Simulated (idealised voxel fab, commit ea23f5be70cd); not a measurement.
Proc. module: voxel released beams
Shown is cross-section cut, with a width of 270 nm and square cells of size 5 nm.
How to read a cross-section here: the picture is a grid of square cells, written as bands going from the top down, and any band can span one or more rows of cells. Top, bottom (nm), then materials left to right with widths (nm); lone material tagged "edge to edge" fills the whole band edge to edge; "air" = empty space. Zero point of the height axis is 0; under it, received wafer = one material. Lowest band: continues down indefinitely, "top 0, no bottom". Note: "30->40" means the width goes from the first number (top row of the band) to the second number (bottom row) in equal steps per row of cells. Given "no change" for a step, no cell of the cross-section differs between before and after that step. The label "Enclosed cavities" introduces a list of the empty spaces, 8 cells or larger, that have no open way up to the top; each entry in it reads width x height at distance, where the distance is taken from the left edge and all three are stated in nm. What comes after the settings on a step's line is commentary from the simulator itself on that step. overlay nm: on a step with a mask, how far right of its planned place the mask lay; negative means left.
The process steps that were planned are listed below:
1: RECEIVE | material Si
2: CONFORMAL_DEP | material Al2O3 | thk nm 10
3: DIRECTIONAL_DEP | material SiO2 | thk nm 10
4: PATTERN | tone open | mask id ANCHOR | material resist | width nm 40 | thk nm 20 | overlay nm 0
5: DIRECTIONAL_ETCH | etch materials SiO2 | depth nm 10
6: STRIP | etch materials resist
7: CONFORMAL_DEP | material SiN | thk nm 15
8: DIRECTIONAL_DEP | material aC | thk nm 15
9: PATTERN | tone cover | mask id BEAM | material resist | width nm 110 | thk nm 35 | overlay nm 0
10: DIRECTIONAL_ETCH | etch materials aC | depth nm 15
11: STRIP | etch materials resist
12: DIRECTIONAL_ETCH | etch materials SiN | depth nm 15
13: STRIP | etch materials aC
14: STRIP | etch materials SiO2
Wafer as received: cross-section following step 1:
	top 0, no bottom | Si edge to edge
	Enclosed cavities: none
First of two wafers at the end of the module, shown in cross-section; run carried out as planned:
	top 35, bottom 25 | air (75), SiN (20), air (10), SiN (80), air (85)
	top 25, bottom 20 | air (75), SiN (110), air (85)
	top 20, bottom 10 | air (80), SiN (40), air (150)
	top 10, bottom 0 | Al2O3 edge to edge
	top 0, no bottom | Si edge to edge
	Enclosed cavities: none
Second wafer of the two, sectioned at the end of the module. It began like the first and followed the same plan, but one mistake was made while running it:
	top 25, bottom 15 | air (75->80), SiN (10->5), air (30), SiN (70->5), air (85->150)
	top 15, bottom 10 | air (80), SiN (40), air (150)
	top 10, bottom 0 | Al2O3 edge to edge
	top 0, no bottom | Si edge to edge
	Enclosed cavities: none
Short version of what went wrong: step 7 was not run as planned; what actually ran was CONFORMAL_DEP | material SiN | thk nm 5
Wafer comparison, final, in cells, second relative to first, materials more or fewer: SiN -52
